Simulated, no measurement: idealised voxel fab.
Process module under the name voxel released beams
cross-section cut | 140 nm wide | cells 5 nm
Square cells in a grid make up a cross-section in this document, and the grid is given as bands, listed from the top down, each one or more rows of cells.
Band entry format. Leading values: height of top, height of bottom, nm. Remainder: materials in left-to-right order, each with its width in nm. Special words: "full width" on a single material, which then fills the band edge to edge; "blank", empty space.
Beneath 0, the wafer as received is one material, and that level is where height counting begins. The lowest band goes on downward without a bottom; it is written like "top 0, no bottom".
Width "30 to 40": first value at the band's top row of cells, second value at its bottom row, equal change from row to row.
Reading "no modifications" for a step: not a cell of the cross-section changed in it.
"Enclosed void entries": empty spaces of 8 cells or more with no open way to the top, each given as width x height at distance, distance from the left edge, all in nm.
Text after the settings on a step's line: the simulator's own remark on that step.
overlay nm: for a step with a mask, the amount by which the mask lay right of where it was planned; a negative amount means left of it.

The process steps that were planned are listed below:
- 1: RECEIVE [material Si]
- 2: CONFORMAL_DEP [material Al2O3] [thk nm 10]
- 3: DIRECTIONAL_DEP [material SiO2] [thk nm 15]
- 4: MASKED_ETCH [tone open] [mask id ANCHOR] [width nm 25] [etch materials SiO2] [depth nm 15] [overlay nm 0]
- 5: CONFORMAL_DEP [material W] [thk nm 10]
- 6: MASKED_ETCH [tone cover] [mask id BEAM] [width nm 70] [etch materials W] [depth nm 10] [overlay nm 0]
- 7: STRIP [etch materials SiO2]

As received (post step 1): cross-section:
	top 0, no bottom  Si full width
	Enclosed void entries: none

The following cross-section depicts the wafer upon conclusion of the module. Processing commenced from the starting condition illustrated above and adhered to the plan illustrated above, save for one mistake in execution:
	top 25, bottom 10  35 of blank | 10 of W | 5 of blank | 10 of W | 80 of blank
	top 10, bottom 0  Al2O3 full width
	top 0, no bottom  Si full width
	Enclosed void entries: none
Short version of what went wrong: step 6 did not happen as planned, as run it was MASKED_ETCH [tone open] [mask id BEAM] [width nm 70] [etch materials W] [depth nm 10] [overlay nm 0]
